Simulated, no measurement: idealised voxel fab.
process module | voxel self aligned vias
cross-section cut | 205 nm wide | cells 5 nm
A cross-section is a grid of square cells, given in bands from the top down. A band is one or more rows of cells.
Each band's line starts with the height of the band's top and of its bottom, in nm. Then come its materials from left to right, each with its width in nm. One material with "throughout" fills the band from edge to edge. "air" is empty space.
Height 0 is the level under which the wafer as received is all one material. The lowest band goes on downwards, as in "0 down".
A width such as "30 to 40" changes by the same amount from each row of cells to the next, from the band's top row to its bottom row.
"no change" after a step means that no cell of the cross-section changed.
closed voids: empty space of 8 cells or more with no open way to the top, each as width x height at its distance from the left edge, in nm
after a step's settings: what the simulator itself notes on the step
overlay nm, on a step with a mask: how far to the right of its planned place the mask lay; to the left if negative
plan
1 op RECEIVE | material Si
2 op CONFORMAL_DEP | material SiO2 | thk nm 10
3 op CONFORMAL_DEP | material SiCN | thk nm 5
4 op DIRECTIONAL_DEP | material lowk | thk nm 30
5 op MASKED_ETCH | tone open | mask id LINES | width nm 20 | pitch nm 50 | etch materials lowk | depth nm 30 | overlay nm 0
6 op CONFORMAL_DEP | material TiN | thk nm 5
7 op FILL_DEP | material W | thk nm 10
8 op CMP | height nm 45
9 op SELECTIVE_ETCH | etch materials W Ru TiN | depth nm 5
10 op FILL_DEP | material SiN | thk nm 10
11 op CMP | height nm 45
12 op DIRECTIONAL_DEP | material lowk | thk nm 20
13 op MASKED_ETCH | tone open | mask id VIAS | width nm 30 | pitch nm 50 | etch materials lowk | depth nm 20 | overlay nm 0
14 op MASKED_ETCH | tone open | mask id VIAS | width nm 30 | pitch nm 50 | etch materials SiN | depth nm 5 | overlay nm 0
15 op CONFORMAL_DEP | material TiN | thk nm 5
16 op FILL_DEP | material Cu | thk nm 10
17 op CMP | height nm 65
18 op CONFORMAL_DEP | material SiN | thk nm 5
as received, after step 1
  0 down: Si throughout
  closed voids: none
a wafer at the end: this start, this plan, one mistake
  70 to 65: SiN throughout
  65 to 50: lowk 60 | TiN 5 | Ru 20 | TiN 5 | lowk 20 | TiN 5 | Ru 20 | TiN 5 | lowk 65
  50 to 45: lowk 60 | TiN 10 | Ru 10 | TiN 10 | lowk 20 | TiN 10 | Ru 10 | TiN 10 | lowk 65
  45 to 40: lowk 65 | TiN 20 | lowk 30 | TiN 20 | lowk 70
  40 to 20: lowk 65 | TiN 5 | W 10 | TiN 5 | lowk 30 | TiN 5 | W 10 | TiN 5 | lowk 70
  20 to 15: lowk 65 | TiN 20 | lowk 30 | TiN 20 | lowk 70
  15 to 10: SiCN throughout
  10 to 0: SiO2 throughout
  0 down: Si throughout
  closed voids: none
what went wrong: step 16 ran as: op FILL_DEP | material Ru | thk nm 10
